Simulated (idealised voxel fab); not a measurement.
Module name: voxel transistor to metal (process module)
This is section cut - it's 285 nm across, gridded in 5 nm square cells.
Cross-section spec: square-cell grid; bands listed top down; each band is one or more rows. Within each band entry, the heights of the top and of the bottom of the band appear first, in that order and in nm; the materials of the band then follow from left to right, each with its corresponding width in nm. The designation "edge to edge" on a single material indicates that it fills the band from edge to edge; the designation "air" indicates empty space. Heights from 0 (as-received wafer is one material below). Bottom band endless downward, as "0..down". The width entry "30..40" should be interpreted row by row: the top row of cells in the band takes the first number, the bottom row takes the second number, and the change between adjacent rows is uniform throughout. "identical to before" after a step means that no cell of the cross-section changed. Closed empty spaces (no open way to the top) of 8 cells or more are what "Completely sealed voids" lists, each as width x height at distance from the left edge, nm for all three. Heads up: the bit after the settings on a step's line is the simulator's remark on that step. You can add "overlay nm" to a step's line. For a step with a mask, it describes how far the mask lay to the right of its planned position, and a negative number describes a lay to the left.
PROCESS STEPS (PLANNED)
1. RECEIVE: material Si
2. OXIDIZE: depth nm 5
3. CONFORMAL_DEP: material SiN, thk nm 10
4. PATTERN: tone cover, mask id ACTIVE, material resist, width nm 100, pitch nm 125, thk nm 20, overlay nm 0
5. DIRECTIONAL_ETCH: etch materials SiN, depth nm 10
6. DIRECTIONAL_ETCH: etch materials SiO2, depth nm 5
7. DIRECTIONAL_ETCH: etch materials Si, depth nm 25
8. STRIP: etch materials resist
9. FILL_DEP: material SiO2, thk nm 10
10. CMP: height nm 10
11. SELECTIVE_ETCH: etch materials SiO2, depth nm 5
12. STRIP: etch materials SiN
13. SELECTIVE_ETCH: etch materials SiO2, depth nm 5
14. OXIDIZE: depth nm 5
15. DIRECTIONAL_DEP: material polySi, thk nm 25
16. DIRECTIONAL_DEP: material SiCN, thk nm 10
17. DIRECTIONAL_DEP: material aC, thk nm 10
18. PATTERN: tone cover, mask id GATE, material resist, width nm 20, pitch nm 125, thk nm 30, overlay nm 0
19. DIRECTIONAL_ETCH: etch materials aC, depth nm 10
20. STRIP: etch materials resist
21. DIRECTIONAL_ETCH: etch materials SiCN, depth nm 20
22. DIRECTIONAL_ETCH: etch materials polySi, depth nm 35
23. STRIP: etch materials aC
24. CONFORMAL_DEP: material SiN, thk nm 10
25. DIRECTIONAL_ETCH: etch materials SiN, depth nm 10
26. DIRECTIONAL_ETCH: etch materials SiO2, depth nm 5
27. EPI: material SiGe, thk nm 5
28. FILL_DEP: material SiO2, thk nm 10
29. CMP: height nm 30
30. DIRECTIONAL_DEP: material SiO2, thk nm 15
31. MASKED_ETCH: tone open, mask id CONTACT, width nm 30, etch materials SiO2, depth nm 50, overlay nm 0
32. CONFORMAL_DEP: material TiN, thk nm 5
33. FILL_DEP: material W, thk nm 10
34. CMP: height nm 45
35. CONFORMAL_DEP: material SiCN, thk nm 5
36. DIRECTIONAL_DEP: material lowk, thk nm 25
37. MASKED_ETCH: tone open, mask id METAL_1, width nm 15, etch materials lowk, depth nm 25, overlay nm 0
38. MASKED_ETCH: tone open, mask id METAL_1, width nm 15, etch materials SiCN, depth nm 5, overlay nm 0
39. CONFORMAL_DEP: material TiN, thk nm 5
40. FILL_DEP: material Ru, thk nm 10
41. CMP: height nm 75
42. EPI: material Ru, thk nm 5
43. FILL_DEP: material SiCN, thk nm 5
FIRST OUT OF TWO WAFERS; RUN WENT TO PLAN
THIS IS THE CROSS-SECTION OF THE WAFER AS WE RECEIVED IT, I.E. AFTER STEP 1
	0..down = Si edge to edge
	Completely sealed voids: none
STEP 2 DONE - WAFER CROSS-SECTION
	0..-5 = SiO2 edge to edge
	Beneath the level -5, the cross-section is identical to its previous state.
STEP 3 DONE - WAFER CROSS-SECTION
	10..0 = SiN edge to edge
	Beneath the level 0, the cross-section is identical to its previous state.
STEP 4 DONE - WAFER CROSS-SECTION
	30..10 = 30 air | 100 resist | 25 air | 100 resist | 30 air
	Beneath the level 10, the cross-section is identical to its previous state.
STEP 5 DONE - WAFER CROSS-SECTION
	30..10 = 30 air | 100 resist | 25 air | 100 resist | 30 air
	10..0 = 30 air | 100 SiN | 25 air | 100 SiN | 30 air
	Beneath the level 0, the cross-section is identical to its previous state.
STEP 6 DONE - WAFER CROSS-SECTION
	30..10 = 30 air | 100 resist | 25 air | 100 resist | 30 air
	10..0 = 30 air | 100 SiN | 25 air | 100 SiN | 30 air
	0..-5 = 30 air | 100 SiO2 | 25 air | 100 SiO2 | 30 air
	Beneath the level -5, the cross-section is identical to its previous state.
STEP 7 DONE - WAFER CROSS-SECTION
	30..10 = 30 air | 100 resist | 25 air | 100 resist | 30 air
	10..0 = 30 air | 100 SiN | 25 air | 100 SiN | 30 air
	0..-5 = 30 air | 100 SiO2 | 25 air | 100 SiO2 | 30 air
	-5..-30 = 30 air | 100 Si | 25 air | 100 Si | 30 air
	Beneath the level -30, the cross-section is identical to its previous state.
STEP 8 DONE - WAFER CROSS-SECTION
	10..0 = 30 air | 100 SiN | 25 air | 100 SiN | 30 air
	Beneath the level 0, the cross-section is identical to its previous state.
STEP 9 DONE - WAFER CROSS-SECTION
	20..10 = SiO2 edge to edge
	10..0 = 30 SiO2 | 100 SiN | 25 SiO2 | 100 SiN | 30 SiO2
	0..-5 = SiO2 edge to edge
	-5..-30 = 30 SiO2 | 100 Si | 25 SiO2 | 100 Si | 30 SiO2
	Beneath the level -30, the cross-section is identical to its previous state.
STEP 10 DONE - WAFER CROSS-SECTION
	10..0 = 30 SiO2 | 100 SiN | 25 SiO2 | 100 SiN | 30 SiO2
	Beneath the level 0, the cross-section is identical to its previous state.
STEP 11 DONE - WAFER CROSS-SECTION
	10..5 = 30 air | 100 SiN | 25 air | 100 SiN | 30 air
	Beneath the level 5, the cross-section is identical to its previous state.
STEP 12 DONE - WAFER CROSS-SECTION
	5..0 = 30 SiO2 | 100 air | 25 SiO2 | 100 air | 30 SiO2
	Beneath the level 0, the cross-section is identical to its previous state.
STEP 13 DONE - WAFER CROSS-SECTION
	0..-5 = 25 SiO2 | 110 air | 15 SiO2 | 110 air | 25 SiO2
	Beneath the level -5, the cross-section is identical to its previous state.
STEP 14 DONE - WAFER CROSS-SECTION
	0..-5 = 25 SiO2 | 110 air | 15 SiO2 | 110 air | 25 SiO2
	-5..-10 = SiO2 edge to edge
	Beneath the level -10, the cross-section is identical to its previous state.
STEP 15 DONE - WAFER CROSS-SECTION
	25..20 = 25 polySi | 110 air | 15 polySi | 110 air | 25 polySi
	20..0 = polySi edge to edge
	0..-5 = 25 SiO2 | 110 polySi | 15 SiO2 | 110 polySi | 25 SiO2
	Beneath the level -5, the cross-section is identical to its previous state.
STEP 16 DONE - WAFER CROSS-SECTION
	35..30 = 25 SiCN | 110 air | 15 SiCN | 110 air | 25 SiCN
	30..25 = SiCN edge to edge
	25..20 = 25 polySi | 110 SiCN | 15 polySi | 110 SiCN | 25 polySi
	Beneath the level 20, the cross-section is identical to its previous state.
STEP 17 DONE - WAFER CROSS-SECTION
	45..40 = 25 aC | 110 air | 15 aC | 110 air | 25 aC
	40..35 = aC edge to edge
	35..30 = 25 SiCN | 110 aC | 15 SiCN | 110 aC | 25 SiCN
	Beneath the level 30, the cross-section is identical to its previous state.
STEP 18 DONE - WAFER CROSS-SECTION
	75..45 = 70 air | 20 resist | 105 air | 20 resist | 70 air
	45..40 = 25 aC | 45 air | 20 resist | 45 air | 15 aC | 45 air | 20 resist | 45 air | 25 aC
	Beneath the level 40, the cross-section is identical to its previous state.
STEP 19 DONE - WAFER CROSS-SECTION
	65..40 = 70 air | 20 resist | 105 air | 20 resist | 70 air
	40..35 = 70 air | 20 aC | 105 air | 20 aC | 70 air
	35..30 = 25 SiCN | 45 air | 20 aC | 45 air | 15 SiCN | 45 air | 20 aC | 45 air | 25 SiCN
	Beneath the level 30, the cross-section is identical to its previous state.
STEP 20 DONE - WAFER CROSS-SECTION
	40..35 = 70 air | 20 aC | 105 air | 20 aC | 70 air
	Beneath the level 35, the cross-section is identical to its previous state.
STEP 21 DONE - WAFER CROSS-SECTION
	40..30 = 70 air | 20 aC | 105 air | 20 aC | 70 air
	30..25 = 70 air | 20 SiCN | 105 air | 20 SiCN | 70 air
	25..20 = 25 polySi | 45 air | 20 SiCN | 45 air | 15 polySi | 45 air | 20 SiCN | 45 air | 25 polySi
	Beneath the level 20, the cross-section is identical to its previous state.
STEP 22 DONE - WAFER CROSS-SECTION
	40..30 = 70 air | 20 aC | 105 air | 20 aC | 70 air
	30..20 = 70 air | 20 SiCN | 105 air | 20 SiCN | 70 air
	20..0 = 70 air | 20 polySi | 105 air | 20 polySi | 70 air
	0..-5 = 25 SiO2 | 45 air | 20 polySi | 45 air | 15 SiO2 | 45 air | 20 polySi | 45 air | 25 SiO2
	Beneath the level -5, the cross-section is identical to its previous state.
STEP 23 DONE - WAFER CROSS-SECTION
	30..20 = 70 air | 20 SiCN | 105 air | 20 SiCN | 70 air
	Beneath the level 20, the cross-section is identical to its previous state.
STEP 24 DONE - WAFER CROSS-SECTION
	40..30 = 60 air | 40 SiN | 85 air | 40 SiN | 60 air
	30..20 = 60 air | 10 SiN | 20 SiCN | 10 SiN | 85 air | 10 SiN | 20 SiCN | 10 SiN | 60 air
	20..10 = 60 air | 10 SiN | 20 polySi | 10 SiN | 85 air | 10 SiN | 20 polySi | 10 SiN | 60 air
	10..5 = 35 SiN | 25 air | 10 SiN | 20 polySi | 10 SiN | 25 air | 35 SiN | 25 air | 10 SiN | 20 polySi | 10 SiN | 25 air | 35 SiN
	5..0 = 70 SiN | 20 polySi | 105 SiN | 20 polySi | 70 SiN
	0..-5 = 25 SiO2 | 45 SiN | 20 polySi | 45 SiN | 15 SiO2 | 45 SiN | 20 polySi | 45 SiN | 25 SiO2
	Beneath the level -5, the cross-section is identical to its previous state.
STEP 25 DONE - WAFER CROSS-SECTION
	30..20 = 60 air | 10 SiN | 20 SiCN | 10 SiN | 85 air | 10 SiN | 20 SiCN | 10 SiN | 60 air
	20..0 = 60 air | 10 SiN | 20 polySi | 10 SiN | 85 air | 10 SiN | 20 polySi | 10 SiN | 60 air
	0..-5 = 25 SiO2 | 10 SiN | 25 air | 10 SiN | 20 polySi | 10 SiN | 25 air | 10 SiN | 15 SiO2 | 10 SiN | 25 air | 10 SiN | 20 polySi | 10 SiN | 25 air | 10 SiN | 25 SiO2
	Beneath the level -5, the cross-section is identical to its previous state.
STEP 26 DONE - WAFER CROSS-SECTION
	30..20 = 60 air | 10 SiN | 20 SiCN | 10 SiN | 85 air | 10 SiN | 20 SiCN | 10 SiN | 60 air
	20..0 = 60 air | 10 SiN | 20 polySi | 10 SiN | 85 air | 10 SiN | 20 polySi | 10 SiN | 60 air
	0..-5 = 25 air | 10 SiN | 25 air | 10 SiN | 20 polySi | 10 SiN | 25 air | 10 SiN | 15 air | 10 SiN | 25 air | 10 SiN | 20 polySi | 10 SiN | 25 air | 10 SiN | 25 air
	-5..-10 = 35 SiO2 | 25 air | 40 SiO2 | 25 air | 35 SiO2 | 25 air | 40 SiO2 | 25 air | 35 SiO2
	Beneath the level -10, the cross-section is identical to its previous state.
STEP 27 DONE - WAFER CROSS-SECTION
	30..20 = 60 air | 10 SiN | 20 SiCN | 10 SiN | 85 air | 10 SiN | 20 SiCN | 10 SiN | 60 air
	20..0 = 60 air | 10 SiN | 20 polySi | 10 SiN | 85 air | 10 SiN | 20 polySi | 10 SiN | 60 air
	0..-5 = 25 air | 10 SiN | 25 air | 10 SiN | 20 polySi | 10 SiN | 25 air | 10 SiN | 15 air | 10 SiN | 25 air | 10 SiN | 20 polySi | 10 SiN | 25 air | 10 SiN | 25 air
	-5..-10 = 35 SiO2 | 25 SiGe | 40 SiO2 | 25 SiGe | 35 SiO2 | 25 SiGe | 40 SiO2 | 25 SiGe | 35 SiO2
	Beneath the level -10, the cross-section is identical to its previous state.
STEP 28 DONE - WAFER CROSS-SECTION
	40..30 = SiO2 edge to edge
	30..20 = 60 SiO2 | 10 SiN | 20 SiCN | 10 SiN | 85 SiO2 | 10 SiN | 20 SiCN | 10 SiN | 60 SiO2
	20..0 = 60 SiO2 | 10 SiN | 20 polySi | 10 SiN | 85 SiO2 | 10 SiN | 20 polySi | 10 SiN | 60 SiO2
	0..-5 = 25 SiO2 | 10 SiN | 25 SiO2 | 10 SiN | 20 polySi | 10 SiN | 25 SiO2 | 10 SiN | 15 SiO2 | 10 SiN | 25 SiO2 | 10 SiN | 20 polySi | 10 SiN | 25 SiO2 | 10 SiN | 25 SiO2
	Beneath the level -5, the cross-section is identical to its previous state.
STEP 29 DONE - WAFER CROSS-SECTION
	30..20 = 60 SiO2 | 10 SiN | 20 SiCN | 10 SiN | 85 SiO2 | 10 SiN | 20 SiCN | 10 SiN | 60 SiO2
	Beneath the level 20, the cross-section is identical to its previous state.
STEP 30 DONE - WAFER CROSS-SECTION
	45..30 = SiO2 edge to edge
	Beneath the level 30, the cross-section is identical to its previous state.
STEP 31 DONE - WAFER CROSS-SECTION
	45..30 = 35 SiO2 | 30 air | 30 SiO2 | 30 air | 35 SiO2 | 30 air | 30 SiO2 | 30 air | 35 SiO2
	30..20 = 35 SiO2 | 25 air | 10 SiN | 20 SiCN | 10 SiN | 25 air | 35 SiO2 | 25 air | 10 SiN | 20 SiCN | 10 SiN | 25 air | 35 SiO2
	20..0 = 35 SiO2 | 25 air | 10 SiN | 20 polySi | 10 SiN | 25 air | 35 SiO2 | 25 air | 10 SiN | 20 polySi | 10 SiN | 25 air | 35 SiO2
	0..-5 = 25 SiO2 | 10 SiN | 25 air | 10 SiN | 20 polySi | 10 SiN | 25 air | 10 SiN | 15 SiO2 | 10 SiN | 25 air | 10 SiN | 20 polySi | 10 SiN | 25 air | 10 SiN | 25 SiO2
	Beneath the level -5, the cross-section is identical to its previous state.
STEP 32 DONE - WAFER CROSS-SECTION
	50..45 = 40 TiN | 20 air | 40 TiN | 20 air | 45 TiN | 20 air | 40 TiN | 20 air | 40 TiN
	45..35 = 35 SiO2 | 5 TiN | 20 air | 5 TiN | 30 SiO2 | 5 TiN | 20 air | 5 TiN | 35 SiO2 | 5 TiN | 20 air | 5 TiN | 30 SiO2 | 5 TiN | 20 air | 5 TiN | 35 SiO2
	35..30 = 35 SiO2 | 5 TiN | 15 air | 10 TiN | 30 SiO2 | 10 TiN | 15 air | 5 TiN | 35 SiO2 | 5 TiN | 15 air | 10 TiN | 30 SiO2 | 10 TiN | 15 air | 5 TiN | 35 SiO2
	30..20 = 35 SiO2 | 5 TiN | 15 air | 5 TiN | 10 SiN | 20 SiCN | 10 SiN | 5 TiN | 15 air | 5 TiN | 35 SiO2 | 5 TiN | 15 air | 5 TiN | 10 SiN | 20 SiCN | 10 SiN | 5 TiN | 15 air | 5 TiN | 35 SiO2
	20..0 = 35 SiO2 | 5 TiN | 15 air | 5 TiN | 10 SiN | 20 polySi | 10 SiN | 5 TiN | 15 air | 5 TiN | 35 SiO2 | 5 TiN | 15 air | 5 TiN | 10 SiN | 20 polySi | 10 SiN | 5 TiN | 15 air | 5 TiN | 35 SiO2
	0..-5 = 25 SiO2 | 10 SiN | 25 TiN | 10 SiN | 20 polySi | 10 SiN | 25 TiN | 10 SiN | 15 SiO2 | 10 SiN | 25 TiN | 10 SiN | 20 polySi | 10 SiN | 25 TiN | 10 SiN | 25 SiO2
	Beneath the level -5, the cross-section is identical to its previous state.
STEP 33 DONE - WAFER CROSS-SECTION
	60..50 = W edge to edge
	50..45 = 40 TiN | 20 W | 40 TiN | 20 W | 45 TiN | 20 W | 40 TiN | 20 W | 40 TiN
	45..35 = 35 SiO2 | 5 TiN | 20 W | 5 TiN | 30 SiO2 | 5 TiN | 20 W | 5 TiN | 35 SiO2 | 5 TiN | 20 W | 5 TiN | 30 SiO2 | 5 TiN | 20 W | 5 TiN | 35 SiO2
	35..30 = 35 SiO2 | 5 TiN | 15 W | 10 TiN | 30 SiO2 | 10 TiN | 15 W | 5 TiN | 35 SiO2 | 5 TiN | 15 W | 10 TiN | 30 SiO2 | 10 TiN | 15 W | 5 TiN | 35 SiO2
	30..20 = 35 SiO2 | 5 TiN | 15 W | 5 TiN | 10 SiN | 20 SiCN | 10 SiN | 5 TiN | 15 W | 5 TiN | 35 SiO2 | 5 TiN | 15 W | 5 TiN | 10 SiN | 20 SiCN | 10 SiN | 5 TiN | 15 W | 5 TiN | 35 SiO2
	20..0 = 35 SiO2 | 5 TiN | 15 W | 5 TiN | 10 SiN | 20 polySi | 10 SiN | 5 TiN | 15 W | 5 TiN | 35 SiO2 | 5 TiN | 15 W | 5 TiN | 10 SiN | 20 polySi | 10 SiN | 5 TiN | 15 W | 5 TiN | 35 SiO2
	Beneath the level 0, the cross-section is identical to its previous state.
STEP 34 DONE - WAFER CROSS-SECTION
	45..35 = 35 SiO2 | 5 TiN | 20 W | 5 TiN | 30 SiO2 | 5 TiN | 20 W | 5 TiN | 35 SiO2 | 5 TiN | 20 W | 5 TiN | 30 SiO2 | 5 TiN | 20 W | 5 TiN | 35 SiO2
	Beneath the level 35, the cross-section is identical to its previous state.
STEP 35 DONE - WAFER CROSS-SECTION
	50..45 = SiCN edge to edge
	Beneath the level 45, the cross-section is identical to its previous state.
STEP 36 DONE - WAFER CROSS-SECTION
	75..50 = lowk edge to edge
	Beneath the level 50, the cross-section is identical to its previous state.
STEP 37 DONE - WAFER CROSS-SECTION
	75..50 = 35 lowk | 15 air | 60 lowk | 15 air | 35 lowk | 15 air | 60 lowk | 15 air | 35 lowk
	Beneath the level 50, the cross-section is identical to its previous state.
STEP 38 DONE - WAFER CROSS-SECTION
	75..50 = 35 lowk | 15 air | 60 lowk | 15 air | 35 lowk | 15 air | 60 lowk | 15 air | 35 lowk
	50..45 = 35 SiCN | 15 air | 60 SiCN | 15 air | 35 SiCN | 15 air | 60 SiCN | 15 air | 35 SiCN
	Beneath the level 45, the cross-section is identical to its previous state.
STEP 39 DONE - WAFER CROSS-SECTION
	80..75 = 40 TiN | 5 air | 70 TiN | 5 air | 45 TiN | 5 air | 70 TiN | 5 air | 40 TiN
	75..50 = 35 lowk | 5 TiN | 5 air | 5 TiN | 60 lowk | 5 TiN | 5 air | 5 TiN | 35 lowk | 5 TiN | 5 air | 5 TiN | 60 lowk | 5 TiN | 5 air | 5 TiN | 35 lowk
	50..45 = 35 SiCN | 15 TiN | 60 SiCN | 15 TiN | 35 SiCN | 15 TiN | 60 SiCN | 15 TiN | 35 SiCN
	Beneath the level 45, the cross-section is identical to its previous state.
STEP 40 DONE - WAFER CROSS-SECTION
	90..80 = Ru edge to edge
	80..75 = 40 TiN | 5 Ru | 70 TiN | 5 Ru | 45 TiN | 5 Ru | 70 TiN | 5 Ru | 40 TiN
	75..50 = 35 lowk | 5 TiN | 5 Ru | 5 TiN | 60 lowk | 5 TiN | 5 Ru | 5 TiN | 35 lowk | 5 TiN | 5 Ru | 5 TiN | 60 lowk | 5 TiN | 5 Ru | 5 TiN | 35 lowk
	Beneath the level 50, the cross-section is identical to its previous state.
STEP 41 DONE - WAFER CROSS-SECTION
	75..50 = 35 lowk | 5 TiN | 5 Ru | 5 TiN | 60 lowk | 5 TiN | 5 Ru | 5 TiN | 35 lowk | 5 TiN | 5 Ru | 5 TiN | 60 lowk | 5 TiN | 5 Ru | 5 TiN | 35 lowk
	Beneath the level 50, the cross-section is identical to its previous state.
STEP 42 DONE - WAFER CROSS-SECTION
	80..75 = 30 air | 25 Ru | 50 air | 25 Ru | 25 air | 25 Ru | 50 air | 25 Ru | 30 air
	Beneath the level 75, the cross-section is identical to its previous state.
STEP 43 DONE - WAFER CROSS-SECTION
	85..80 = SiCN edge to edge
	80..75 = 30 SiCN | 25 Ru | 50 SiCN | 25 Ru | 25 SiCN | 25 Ru | 50 SiCN | 25 Ru | 30 SiCN
	Beneath the level 75, the cross-section is identical to its previous state.
IT IS TO BE NOTED THAT THE SECOND WAFER PROCEEDED FROM THE SAME INITIAL STATE AND ACCORDING TO THE SAME PLAN AS THE FIRST, ALTHOUGH ONE MISTAKE WAS COMMITTED IN ITS EXECUTION; THROUGH STEP 30, INCLUSIVE, THE TWO WAFERS SHARE AN IDENTICAL HISTORY
SECOND WAFER CROSS-SECTION, TAKEN AS OF THE TIME THE PLAN SETS FOR STEP 31 TO BE DONE
	45..30 = 30 SiO2 | 40 air | 20 SiO2 | 40 air | 25 SiO2 | 40 air | 20 SiO2 | 40 air | 30 SiO2
	30..20 = 30 SiO2 | 30 air | 10 SiN | 20 SiCN | 10 SiN | 30 air | 25 SiO2 | 30 air | 10 SiN | 20 SiCN | 10 SiN | 30 air | 30 SiO2
	20..0 = 30 SiO2 | 30 air | 10 SiN | 20 polySi | 10 SiN | 30 air | 25 SiO2 | 30 air | 10 SiN | 20 polySi | 10 SiN | 30 air | 30 SiO2
	0..-5 = 25 SiO2 | 10 SiN | 25 air | 10 SiN | 20 polySi | 10 SiN | 25 air | 10 SiN | 15 SiO2 | 10 SiN | 25 air | 10 SiN | 20 polySi | 10 SiN | 25 air | 10 SiN | 25 SiO2
	Beneath the level -5, the cross-section is identical to its previous state.
SECOND WAFER CROSS-SECTION, TAKEN AS OF THE TIME THE PLAN SETS FOR STEP 32 TO BE DONE
	50..45 = 35 TiN | 30 air | 30 TiN | 30 air | 35 TiN | 30 air | 30 TiN | 30 air | 35 TiN
	45..35 = 30 SiO2 | 5 TiN | 30 air | 5 TiN | 20 SiO2 | 5 TiN | 30 air | 5 TiN | 25 SiO2 | 5 TiN | 30 air | 5 TiN | 20 SiO2 | 5 TiN | 30 air | 5 TiN | 30 SiO2
	35..30 = 30 SiO2 | 5 TiN | 20 air | 15 TiN | 20 SiO2 | 15 TiN | 20 air | 5 TiN | 25 SiO2 | 5 TiN | 20 air | 15 TiN | 20 SiO2 | 15 TiN | 20 air | 5 TiN | 30 SiO2
	30..20 = 30 SiO2 | 5 TiN | 20 air | 5 TiN | 10 SiN | 20 SiCN | 10 SiN | 5 TiN | 20 air | 5 TiN | 25 SiO2 | 5 TiN | 20 air | 5 TiN | 10 SiN | 20 SiCN | 10 SiN | 5 TiN | 20 air | 5 TiN | 30 SiO2
	20..5 = 30 SiO2 | 5 TiN | 20 air | 5 TiN | 10 SiN | 20 polySi | 10 SiN | 5 TiN | 20 air | 5 TiN | 25 SiO2 | 5 TiN | 20 air | 5 TiN | 10 SiN | 20 polySi | 10 SiN | 5 TiN | 20 air | 5 TiN | 30 SiO2
	5..0 = 30 SiO2 | 10 TiN | 15 air | 5 TiN | 10 SiN | 20 polySi | 10 SiN | 5 TiN | 15 air | 10 TiN | 25 SiO2 | 10 TiN | 15 air | 5 TiN | 10 SiN | 20 polySi | 10 SiN | 5 TiN | 15 air | 10 TiN | 30 SiO2
	0..-5 = 25 SiO2 | 10 SiN | 25 TiN | 10 SiN | 20 polySi | 10 SiN | 25 TiN | 10 SiN | 15 SiO2 | 10 SiN | 25 TiN | 10 SiN | 20 polySi | 10 SiN | 25 TiN | 10 SiN | 25 SiO2
	Beneath the level -5, the cross-section is identical to its previous state.
SECOND WAFER CROSS-SECTION, TAKEN AS OF THE TIME THE PLAN SETS FOR STEP 33 TO BE DONE
	60..50 = W edge to edge
	50..45 = 35 TiN | 30 W | 30 TiN | 30 W | 35 TiN | 30 W | 30 TiN | 30 W | 35 TiN
	45..35 = 30 SiO2 | 5 TiN | 30 W | 5 TiN | 20 SiO2 | 5 TiN | 30 W | 5 TiN | 25 SiO2 | 5 TiN | 30 W | 5 TiN | 20 SiO2 | 5 TiN | 30 W | 5 TiN | 30 SiO2
	35..30 = 30 SiO2 | 5 TiN | 20 W | 15 TiN | 20 SiO2 | 15 TiN | 20 W | 5 TiN | 25 SiO2 | 5 TiN | 20 W | 15 TiN | 20 SiO2 | 15 TiN | 20 W | 5 TiN | 30 SiO2
	30..20 = 30 SiO2 | 5 TiN | 20 W | 5 TiN | 10 SiN | 20 SiCN | 10 SiN | 5 TiN | 20 W | 5 TiN | 25 SiO2 | 5 TiN | 20 W | 5 TiN | 10 SiN | 20 SiCN | 10 SiN | 5 TiN | 20 W | 5 TiN | 30 SiO2
	20..5 = 30 SiO2 | 5 TiN | 20 W | 5 TiN | 10 SiN | 20 polySi | 10 SiN | 5 TiN | 20 W | 5 TiN | 25 SiO2 | 5 TiN | 20 W | 5 TiN | 10 SiN | 20 polySi | 10 SiN | 5 TiN | 20 W | 5 TiN | 30 SiO2
	5..0 = 30 SiO2 | 10 TiN | 15 W | 5 TiN | 10 SiN | 20 polySi | 10 SiN | 5 TiN | 15 W | 10 TiN | 25 SiO2 | 10 TiN | 15 W | 5 TiN | 10 SiN | 20 polySi | 10 SiN | 5 TiN | 15 W | 10 TiN | 30 SiO2
	Beneath the level 0, the cross-section is identical to its previous state.
SECOND WAFER CROSS-SECTION, TAKEN AS OF THE TIME THE PLAN SETS FOR STEP 34 TO BE DONE
	45..35 = 30 SiO2 | 5 TiN | 30 W | 5 TiN | 20 SiO2 | 5 TiN | 30 W | 5 TiN | 25 SiO2 | 5 TiN | 30 W | 5 TiN | 20 SiO2 | 5 TiN | 30 W | 5 TiN | 30 SiO2
	Beneath the level 35, the cross-section is identical to its previous state.
SECOND WAFER CROSS-SECTION, TAKEN AS OF THE TIME THE PLAN SETS FOR STEP 35 TO BE DONE
	50..45 = SiCN edge to edge
	Beneath the level 45, the cross-section is identical to its previous state.
SECOND WAFER CROSS-SECTION, TAKEN AS OF THE TIME THE PLAN SETS FOR STEP 36 TO BE DONE
	75..50 = lowk edge to edge
	Beneath the level 50, the cross-section is identical to its previous state.
SECOND WAFER CROSS-SECTION, TAKEN AS OF THE TIME THE PLAN SETS FOR STEP 37 TO BE DONE
	75..50 = 35 lowk | 15 air | 60 lowk | 15 air | 35 lowk | 15 air | 60 lowk | 15 air | 35 lowk
	Beneath the level 50, the cross-section is identical to its previous state.
SECOND WAFER CROSS-SECTION, TAKEN AS OF THE TIME THE PLAN SETS FOR STEP 38 TO BE DONE
	75..50 = 35 lowk | 15 air | 60 lowk | 15 air | 35 lowk | 15 air | 60 lowk | 15 air | 35 lowk
	50..45 = 35 SiCN | 15 air | 60 SiCN | 15 air | 35 SiCN | 15 air | 60 SiCN | 15 air | 35 SiCN
	Beneath the level 45, the cross-section is identical to its previous state.
SECOND WAFER CROSS-SECTION, TAKEN AS OF THE TIME THE PLAN SETS FOR STEP 39 TO BE DONE
	80..75 = 40 TiN | 5 air | 70 TiN | 5 air | 45 TiN | 5 air | 70 TiN | 5 air | 40 TiN
	75..50 = 35 lowk | 5 TiN | 5 air | 5 TiN | 60 lowk | 5 TiN | 5 air | 5 TiN | 35 lowk | 5 TiN | 5 air | 5 TiN | 60 lowk | 5 TiN | 5 air | 5 TiN | 35 lowk
	50..45 = 35 SiCN | 15 TiN | 60 SiCN | 15 TiN | 35 SiCN | 15 TiN | 60 SiCN | 15 TiN | 35 SiCN
	Beneath the level 45, the cross-section is identical to its previous state.
SECOND WAFER CROSS-SECTION, TAKEN AS OF THE TIME THE PLAN SETS FOR STEP 40 TO BE DONE
	90..80 = Ru edge to edge
	80..75 = 40 TiN | 5 Ru | 70 TiN | 5 Ru | 45 TiN | 5 Ru | 70 TiN | 5 Ru | 40 TiN
	75..50 = 35 lowk | 5 TiN | 5 Ru | 5 TiN | 60 lowk | 5 TiN | 5 Ru | 5 TiN | 35 lowk | 5 TiN | 5 Ru | 5 TiN | 60 lowk | 5 TiN | 5 Ru | 5 TiN | 35 lowk
	Beneath the level 50, the cross-section is identical to its previous state.
SECOND WAFER CROSS-SECTION, TAKEN AS OF THE TIME THE PLAN SETS FOR STEP 41 TO BE DONE
	75..50 = 35 lowk | 5 TiN | 5 Ru | 5 TiN | 60 lowk | 5 TiN | 5 Ru | 5 TiN | 35 lowk | 5 TiN | 5 Ru | 5 TiN | 60 lowk | 5 TiN | 5 Ru | 5 TiN | 35 lowk
	Beneath the level 50, the cross-section is identical to its previous state.
SECOND WAFER CROSS-SECTION, TAKEN AS OF THE TIME THE PLAN SETS FOR STEP 42 TO BE DONE
	80..75 = 30 air | 25 Ru | 50 air | 25 Ru | 25 air | 25 Ru | 50 air | 25 Ru | 30 air
	Beneath the level 75, the cross-section is identical to its previous state.
SECOND WAFER CROSS-SECTION, TAKEN AS OF THE TIME THE PLAN SETS FOR STEP 43 TO BE DONE
	85..80 = SiCN edge to edge
	80..75 = 30 SiCN | 25 Ru | 50 SiCN | 25 Ru | 25 SiCN | 25 Ru | 50 SiCN | 25 Ru | 30 SiCN
	Beneath the level 75, the cross-section is identical to its previous state.
Against the plan, the run slipped here: step 31 was not run as planned; what actually ran was MASKED_ETCH: tone open, mask id CONTACT, width nm 40, etch materials SiO2, depth nm 50, overlay nm 0
FYI, end of process, the second wafer has more or fewer cells of some materials than the first: SiO2: 48 fewer | TiN: 8 more | W: 40 more
